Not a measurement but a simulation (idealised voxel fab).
process module | voxel released beams
cross-section cut | 250 nm wide | cells 5 nm
A cross-section is a grid of square cells, given in bands from the top down. A band is one or more rows of cells.
Each band's line starts with the height of the band's top and of its bottom, in nm. Then come its materials from left to right, each with its width in nm. One material with "throughout" fills the band from edge to edge. "air" is empty space.
Height 0 is the level under which the wafer as received is all one material. The lowest band goes on downwards, as in "0 down".
A width such as "30 to 40" changes by the same amount from each row of cells to the next, from the band's top row to its bottom row.
"no change" after a step means that no cell of the cross-section changed.
closed voids: empty space of 8 cells or more with no open way to the top, each as width x height at its distance from the left edge, in nm
after a step's settings: what the simulator itself notes on the step
overlay nm, on a step with a mask: how far to the right of its planned place the mask lay; to the left if negative
plan
1 op RECEIVE | material Si
2 op CONFORMAL_DEP | material SiN | thk nm 10
3 op DIRECTIONAL_DEP | material SiO2 | thk nm 15
4 op MASKED_ETCH | tone open | mask id ANCHOR | width nm 35 | etch materials SiO2 | depth nm 15 | overlay nm 0
5 op CONFORMAL_DEP | material W | thk nm 15
6 op PATTERN | tone cover | mask id BEAM | material resist | width nm 110 | thk nm 15 | overlay nm 0
7 op DIRECTIONAL_ETCH | etch materials W | depth nm 15
8 op STRIP | etch materials resist
9 op STRIP | etch materials SiO2
first wafer, as planned
as received, after step 1
  0 down: Si throughout
  closed voids: none
after step 2
  10 to 0: SiN throughout
  below 0: unchanged
after step 3
  25 to 10: SiO2 throughout
  below 10: unchanged
after step 4
  25 to 10: SiO2 70 | air 35 | SiO2 145
  below 10: unchanged
after step 5
  40 to 25: W 85 | air 5 | W 160
  25 to 10: SiO2 70 | W 35 | SiO2 145
  below 10: unchanged
after step 6
  55 to 40: air 65 | resist 110 | air 75
  40 to 25: W 85 | resist 5 | W 160
  below 25: unchanged
after step 7
  55 to 40: air 65 | resist 110 | air 75
  40 to 25: air 65 | W 20 | resist 5 | W 85 | air 75
  below 25: unchanged
after step 8
  40 to 25: air 65 | W 20 | air 5 | W 85 | air 75
  below 25: unchanged
after step 9
  40 to 25: air 65 | W 20 | air 5 | W 85 | air 75
  25 to 10: air 70 | W 35 | air 145
  below 10: unchanged
second wafer: like start, like plan, one mistake. Through step 1 it matches the first wafer
when step 2 should have ended: no change
when step 3 should have ended
  15 to 0: SiO2 throughout
  below 0: unchanged
when step 4 should have ended
  15 to 0: SiO2 70 | air 35 | SiO2 145
  below 0: unchanged
when step 5 should have ended
  30 to 15: W 85 | air 5 | W 160
  15 to 0: SiO2 70 | W 35 | SiO2 145
  below 0: unchanged
when step 6 should have ended
  45 to 30: air 65 | resist 110 | air 75
  30 to 15: W 85 | resist 5 | W 160
  below 15: unchanged
when step 7 should have ended
  45 to 30: air 65 | resist 110 | air 75
  30 to 15: air 65 | W 20 | resist 5 | W 85 | air 75
  below 15: unchanged
when step 8 should have ended
  30 to 15: air 65 | W 20 | air 5 | W 85 | air 75
  below 15: unchanged
when step 9 should have ended
  30 to 15: air 65 | W 20 | air 5 | W 85 | air 75
  15 to 0: air 70 | W 35 | air 145
  below 0: unchanged
what went wrong: step 2 was left out
at the end the second wafer has, in cells: 100 fewer of SiN
